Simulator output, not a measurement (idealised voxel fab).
process module | voxel transistor to metal
cross-section cut | 145 nm wide | cells 5 nm
A cross-section is a grid of square cells, given in bands from the top down. A band is one or more rows of cells.
Each band's line starts with the height of the band's top and of its bottom, in nm. Then come its materials from left to right, each with its width in nm. One material with "throughout" fills the band from edge to edge. "air" is empty space.
Height 0 is the level under which the wafer as received is all one material. The lowest band goes on downwards, as in "0 down".
A width such as "30 to 40" changes by the same amount from each row of cells to the next, from the band's top row to its bottom row.
"no change" after a step means that no cell of the cross-section changed.
closed voids: empty space of 8 cells or more with no open way to the top, each as width x height at its distance from the left edge, in nm
after a step's settings: what the simulator itself notes on the step
overlay nm, on a step with a mask: how far to the right of its planned place the mask lay; to the left if negative
plan
1 op RECEIVE | material Si
2 op CONFORMAL_DEP | material SiO2 | thk nm 5
3 op CONFORMAL_DEP | material SiN | thk nm 15
4 op MASKED_ETCH | tone cover | mask id ACTIVE | width nm 105 | etch materials SiN | depth nm 15 | overlay nm 0
5 op MASKED_ETCH | tone cover | mask id ACTIVE | width nm 105 | etch materials SiO2 | depth nm 5 | overlay nm 0
6 op MASKED_ETCH | tone cover | mask id ACTIVE | width nm 105 | etch materials Si | depth nm 30 | overlay nm -5
7 op FILL_DEP | material SiO2 | thk nm 15
8 op CMP | height nm 20
9 op SELECTIVE_ETCH | etch materials SiO2 | depth nm 10
10 op STRIP | etch materials SiN
11 op SELECTIVE_ETCH | etch materials SiO2 | depth nm 5
12 op OXIDIZE | depth nm 5
13 op DIRECTIONAL_DEP | material polySi | thk nm 20
14 op DIRECTIONAL_DEP | material SiCN | thk nm 10
15 op MASKED_ETCH | tone cover | mask id GATE | width nm 15 | etch materials SiCN | depth nm 20 | overlay nm 0
16 op MASKED_ETCH | tone cover | mask id GATE | width nm 15 | etch materials polySi | depth nm 30 | overlay nm 0
17 op CONFORMAL_DEP | material SiO2 | thk nm 5
18 op DIRECTIONAL_ETCH | etch materials SiO2 | depth nm 5
19 op CONFORMAL_DEP | material SiN | thk nm 5
20 op DIRECTIONAL_ETCH | etch materials SiN | depth nm 5
21 op DIRECTIONAL_ETCH | etch materials SiO2 | depth nm 5
22 op DIRECTIONAL_ETCH | etch materials Si | depth nm 10
23 op EPI | material SiGe | thk nm 15
24 op FILL_DEP | material SiO2 | thk nm 10
25 op CMP | height nm 30
26 op DIRECTIONAL_DEP | material SiO2 | thk nm 15
27 op MASKED_ETCH | tone open | mask id CONTACT | width nm 30 | pitch nm 55 | etch materials SiO2 | depth nm 35 | overlay nm 0
28 op CONFORMAL_DEP | material TiN | thk nm 5
29 op FILL_DEP | material W | thk nm 5
30 op CMP | height nm 45
31 op CONFORMAL_DEP | material SiN | thk nm 5
32 op DIRECTIONAL_DEP | material SiO2 | thk nm 20
33 op DIRECTIONAL_DEP | material aC | thk nm 10
34 op PATTERN | tone open | mask id METAL_1 | material resist | width nm 15 | pitch nm 70 | thk nm 30 | overlay nm 0
35 op DIRECTIONAL_ETCH | etch materials aC | depth nm 10
36 op STRIP | etch materials resist
37 op DIRECTIONAL_ETCH | etch materials SiO2 | depth nm 20
38 op DIRECTIONAL_ETCH | etch materials SiN | depth nm 5
39 op STRIP | etch materials aC
40 op CONFORMAL_DEP | material TiN | thk nm 5
41 op FILL_DEP | material W | thk nm 10
42 op CMP | height nm 70
43 op CONFORMAL_DEP | material SiCN | thk nm 5
44 op DIRECTIONAL_DEP | material lowk | thk nm 35
45 op MASKED_ETCH | tone open | mask id METAL_2 | width nm 15 | pitch nm 70 | etch materials lowk | depth nm 20 | overlay nm 0
46 op DIRECTIONAL_DEP | material aC | thk nm 15
47 op PATTERN | tone open | mask id METAL_2_HOLES | material resist | width nm 15 | pitch nm 70 | thk nm 30 | overlay nm 0
48 op DIRECTIONAL_ETCH | etch materials aC | depth nm 15
49 op STRIP | etch materials resist
50 op DIRECTIONAL_ETCH | etch materials lowk | depth nm 15
51 op DIRECTIONAL_ETCH | etch materials SiCN | depth nm 5
52 op STRIP | etch materials aC
53 op CONFORMAL_DEP | material TiN | thk nm 5
54 op FILL_DEP | material Ru | thk nm 10
55 op CMP | height nm 110
56 op CONFORMAL_DEP | material SiN | thk nm 5
varied across the wafers: overlay nm of step 6. The plan shows the first wafer's value. All wafers start alike
first wafer as received, after step 1
  0 down: Si throughout
  closed voids: none
first wafer at the end, after step 56
  115 to 110: SiN throughout
  110 to 75: lowk 30 | TiN 5 | Ru 5 | TiN 5 | lowk 55 | TiN 5 | Ru 5 | TiN 5 | lowk 30
  75 to 70: SiCN 30 | TiN 15 | SiCN 55 | TiN 15 | SiCN 30
  70 to 50: SiO2 30 | TiN 5 | W 5 | TiN 5 | SiO2 55 | TiN 5 | W 5 | TiN 5 | SiO2 30
  50 to 45: SiN 30 | TiN 15 | SiN 55 | TiN 15 | SiN 30
  45 to 35: SiO2 30 | TiN 5 | W 20 | TiN 5 | SiO2 25 | TiN 5 | W 20 | TiN 5 | SiO2 30
  35 to 30: SiO2 30 | TiN 5 | W 15 | TiN 10 | SiO2 25 | TiN 10 | W 15 | TiN 5 | SiO2 30
  30 to 20: SiO2 30 | TiN 5 | W 15 | TiN 5 | SiN 5 | SiO2 5 | SiCN 15 | SiO2 5 | SiN 5 | TiN 5 | W 15 | TiN 5 | SiO2 30
  20 to 15: SiO2 30 | TiN 5 | W 15 | TiN 5 | SiN 5 | SiO2 5 | polySi 15 | SiO2 5 | SiN 5 | TiN 5 | W 15 | TiN 5 | SiO2 30
  15 to 10: SiO2 30 | TiN 25 | SiN 5 | SiO2 5 | polySi 15 | SiO2 5 | SiN 5 | TiN 25 | SiO2 30
  10 to 5: SiO2 20 | SiGe 35 | SiN 5 | SiO2 5 | polySi 15 | SiO2 5 | SiN 5 | SiGe 35 | SiO2 20
  5 to 0: SiO2 20 | SiN 5 | SiGe 30 | SiN 5 | SiO2 5 | polySi 15 | SiO2 5 | SiN 5 | SiGe 30 | SiN 5 | SiO2 20
  0 to -5: SiO2 25 | SiGe 30 | SiO2 35 | SiGe 30 | SiO2 25
  -5 to -15: SiO2 15 | Si 10 | SiGe 30 | Si 35 | SiGe 30 | Si 5 | SiO2 20
  -15 to -30: SiO2 15 | Si 110 | SiO2 20
  -30 down: Si throughout
  closed voids: none
last wafer at the end
  115 to 110: SiN throughout
  110 to 75: lowk 30 | TiN 5 | Ru 5 | TiN 5 | lowk 55 | TiN 5 | Ru 5 | TiN 5 | lowk 30
  75 to 70: SiCN 30 | TiN 15 | SiCN 55 | TiN 15 | SiCN 30
  70 to 50: SiO2 30 | TiN 5 | W 5 | TiN 5 | SiO2 55 | TiN 5 | W 5 | TiN 5 | SiO2 30
  50 to 45: SiN 30 | TiN 15 | SiN 55 | TiN 15 | SiN 30
  45 to 35: SiO2 30 | TiN 5 | W 20 | TiN 5 | SiO2 25 | TiN 5 | W 20 | TiN 5 | SiO2 30
  35 to 30: SiO2 30 | TiN 5 | W 15 | TiN 10 | SiO2 25 | TiN 10 | W 15 | TiN 5 | SiO2 30
  30 to 20: SiO2 30 | TiN 5 | W 15 | TiN 5 | SiN 5 | SiO2 5 | SiCN 15 | SiO2 5 | SiN 5 | TiN 5 | W 15 | TiN 5 | SiO2 30
  20 to 15: SiO2 30 | TiN 5 | W 15 | TiN 5 | SiN 5 | SiO2 5 | polySi 15 | SiO2 5 | SiN 5 | TiN 5 | W 15 | TiN 5 | SiO2 30
  15 to 10: SiO2 30 | TiN 25 | SiN 5 | SiO2 5 | polySi 15 | SiO2 5 | SiN 5 | TiN 25 | SiO2 30
  10 to 5: SiO2 20 | SiGe 35 | SiN 5 | SiO2 5 | polySi 15 | SiO2 5 | SiN 5 | SiGe 35 | SiO2 20
  5 to 0: SiO2 20 | SiN 5 | SiGe 30 | SiN 5 | SiO2 5 | polySi 15 | SiO2 5 | SiN 5 | SiGe 30 | SiN 5 | SiO2 20
  0 to -5: SiO2 25 | SiGe 30 | SiO2 35 | SiGe 30 | SiO2 25
  -5 to -15: SiO2 20 | Si 5 | SiGe 30 | Si 35 | SiGe 30 | Si 10 | SiO2 15
  -15 to -30: SiO2 20 | Si 110 | SiO2 15
  -30 down: Si throughout
  closed voids: none
each wafer at the end: cells of each material gained (+) or lost (-) since it was received, then its closed voids
overlay nm -5 | +14 Ru | -88 Si | +29 SiCN | +62 SiGe | +66 SiN | +271 SiO2 | +92 TiN | +48 W | +161 lowk | +12 polySi | closed voids: none
overlay nm 0 | +14 Ru | -93 Si | +29 SiCN | +62 SiGe | +66 SiN | +276 SiO2 | +92 TiN | +48 W | +161 lowk | +12 polySi | closed voids: none
overlay nm 5 | +14 Ru | -88 Si | +29 SiCN | +62 SiGe | +66 SiN | +271 SiO2 | +92 TiN | +48 W | +161 lowk | +12 polySi | closed voids: none
